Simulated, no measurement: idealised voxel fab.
Process module heading - voxel capacitor over wiring
Displayed cross-section: cut, width of 255 nm, square cells sized 5 nm.
Heads up, the way a cross-section reads in here is a grid of square cells, handed over as bands from the top down, with every band being one or more rows of cells. Per band: top height and bottom height in nm, followed by the left-to-right materials and their widths in nm; "throughout" marks a single material spanning edge to edge, "blank" marks empty space. The level at which height equals 0 is the one under which the wafer, as it arrives, is entirely one material. No lower edge exists for the bottom band, which continues downward and is notated as in "from 0 down". The two numbers in a width such as "30->40" mark its ends across the band: the first belongs to the top row of cells, the second to the bottom row, and from each row to the next the width moves by the same amount. Basically "no modifications" means that step didn't change any cell in the cross-section. This entry, "Voids, enclosed", enumerates those empty regions of no fewer than 8 cells that possess no open connection to the top. Each region is reported in the form width x height at distance, the distance being taken from the left edge, with all three quantities expressed in nm. If you see something after the settings on a step's line, that's the simulator's own remark about that step. Each step line may optionally specify "overlay nm", which for a step with a mask gives the rightward distance between the mask's planned place and where it lay, a negative value indicating the leftward direction.
Steps planned for the process
| 1 | RECEIVE,material Si |
| 2 | CONFORMAL_DEP,material SiO2,thk nm 10 |
| 3 | CONFORMAL_DEP,material SiN,thk nm 5 |
| 4 | DIRECTIONAL_DEP,material SiO2,thk nm 20 |
| 5 | PATTERN,tone open,mask id METAL_1,material resist,width nm 30,pitch nm 80,thk nm 15,overlay nm 0 |
| 6 | DIRECTIONAL_ETCH,etch materials SiO2,depth nm 20 |
| 7 | DIRECTIONAL_ETCH,etch materials SiN,depth nm 5 |
| 8 | STRIP,etch materials resist |
| 9 | CONFORMAL_DEP,material TiN,thk nm 5 |
| 10 | FILL_DEP,material Ru,thk nm 5 |
| 11 | CMP,height nm 35 |
| 12 | EPI,material Ru,thk nm 5 |
| 13 | FILL_DEP,material SiCN,thk nm 5 |
| 14 | DIRECTIONAL_DEP,material lowk,thk nm 10 |
| 15 | PATTERN,tone open,mask id PLUG_1,material resist,width nm 15,thk nm 15,overlay nm 0 |
| 16 | DIRECTIONAL_ETCH,etch materials lowk,depth nm 10 |
| 17 | DIRECTIONAL_ETCH,etch materials SiCN,depth nm 5 |
| 18 | STRIP,etch materials resist |
| 19 | EPI,material Ru,thk nm 10 |
| 20 | EPI,material Ru,thk nm 5 |
| 21 | DIRECTIONAL_DEP,material TiN,thk nm 5 |
| 22 | DIRECTIONAL_DEP,material SiN,thk nm 5 |
| 23 | DIRECTIONAL_DEP,material TiN,thk nm 10 |
| 24 | DIRECTIONAL_DEP,material aC,thk nm 10 |
| 25 | PATTERN,tone cover,mask id UPPER_PLATE,material resist,width nm 55,thk nm 25,overlay nm 0 |
| 26 | DIRECTIONAL_ETCH,etch materials aC,depth nm 10 |
| 27 | STRIP,etch materials resist |
| 28 | DIRECTIONAL_ETCH,etch materials TiN,depth nm 10 |
| 29 | DIRECTIONAL_ETCH,etch materials SiN,depth nm 5 |
| 30 | STRIP,etch materials aC |
| 31 | PATTERN,tone cover,mask id LOWER_PLATE,material resist,width nm 65,thk nm 20,overlay nm 0 |
| 32 | DIRECTIONAL_ETCH,etch materials TiN,depth nm 5 |
| 33 | STRIP,etch materials resist |
| 34 | FILL_DEP,material SiO2,thk nm 15 |
| 35 | CMP,height nm 85 |
| 36 | DIRECTIONAL_DEP,material aC,thk nm 10 |
| 37 | PATTERN,tone open,mask id PLUG_2,material resist,width nm 15,thk nm 30,overlay nm 0 |
| 38 | DIRECTIONAL_ETCH,etch materials aC,depth nm 10 |
| 39 | STRIP,etch materials resist |
| 40 | DIRECTIONAL_ETCH,etch materials SiO2,depth nm 10 |
| 41 | STRIP,etch materials aC |
| 42 | CONFORMAL_DEP,material TiN,thk nm 5 |
| 43 | FILL_DEP,material Ru,thk nm 5 |
| 44 | CMP,height nm 85 |
| 45 | CONFORMAL_DEP,material SiN,thk nm 5 |
So this is the incoming wafer in cross-section - it's already been through step 1
- from 0 down = Si throughout
- Voids, enclosed: none
The first of the two wafers as seen in cross-section once the module was finished; processing followed the plan
- from 90 to 85 = SiN throughout
- from 85 to 80 = SiO2: 95 | TiN: 5 | Ru: 5 | TiN: 5 | SiO2: 145
- from 80 to 75 = SiO2: 95 | TiN: 15 | SiO2: 145
- from 75 to 65 = SiO2: 85 | TiN: 55 | SiO2: 115
- from 65 to 60 = SiO2: 85 | SiN: 55 | SiO2: 115
- from 60 to 55 = SiO2: 80 | TiN: 65 | SiO2: 110
- from 55 to 45 = lowk: 85 | Ru: 15 | lowk: 155
- from 45 to 40 = SiCN: 85 | Ru: 15 | SiCN: 155
- from 40 to 35 = SiCN: 65 | Ru: 40 | SiCN: 40 | Ru: 40 | SiCN: 70
- from 35 to 15 = SiO2: 70 | TiN: 5 | Ru: 20 | TiN: 5 | SiO2: 50 | TiN: 5 | Ru: 20 | TiN: 5 | SiO2: 75
- from 15 to 10 = SiN: 70 | TiN: 30 | SiN: 50 | TiN: 30 | SiN: 75
- from 10 to 0 = SiO2 throughout
- from 0 down = Si throughout
- Voids, enclosed: none
Wafer two (of two), end-of-module cross-section: start = wafer one, plan = wafer one, one run mistake
- from 90 to 85 = SiN throughout
- from 85 to 80 = SiO2: 95 | TiN: 5 | Ru: 5 | TiN: 5 | SiO2: 145
- from 80 to 75 = SiO2: 95 | TiN: 15 | SiO2: 145
- from 75 to 65 = SiO2: 85 | TiN: 55 | SiO2: 115
- from 65 to 60 = SiO2: 85 | SiN: 55 | SiO2: 115
- from 60 to 55 = SiO2: 80 | TiN: 65 | SiO2: 110
- from 55 to 45 = lowk: 85 | Ru: 15 | lowk: 155
- from 45 to 40 = SiCN: 85 | Ru: 15 | SiCN: 155
- from 40 to 35 = SiCN: 55 | Ru: 40 | SiCN: 40 | Ru: 40 | SiCN: 80
- from 35 to 15 = SiO2: 60 | TiN: 5 | Ru: 20 | TiN: 5 | SiO2: 50 | TiN: 5 | Ru: 20 | TiN: 5 | SiO2: 85
- from 15 to 10 = SiN: 60 | TiN: 30 | SiN: 50 | TiN: 30 | SiN: 85
- from 10 to 0 = SiO2 throughout
- from 0 down = Si throughout
- Voids, enclosed: none
what went wrong: step 5 was processed under conditions differing from the plan, specifically as PATTERN,tone open,mask id METAL_1,material resist,width nm 30,pitch nm 80,thk nm 15,overlay nm -10
At the end, the second wafer has the same number of cells of each material as the first, but those cells sit in other places.
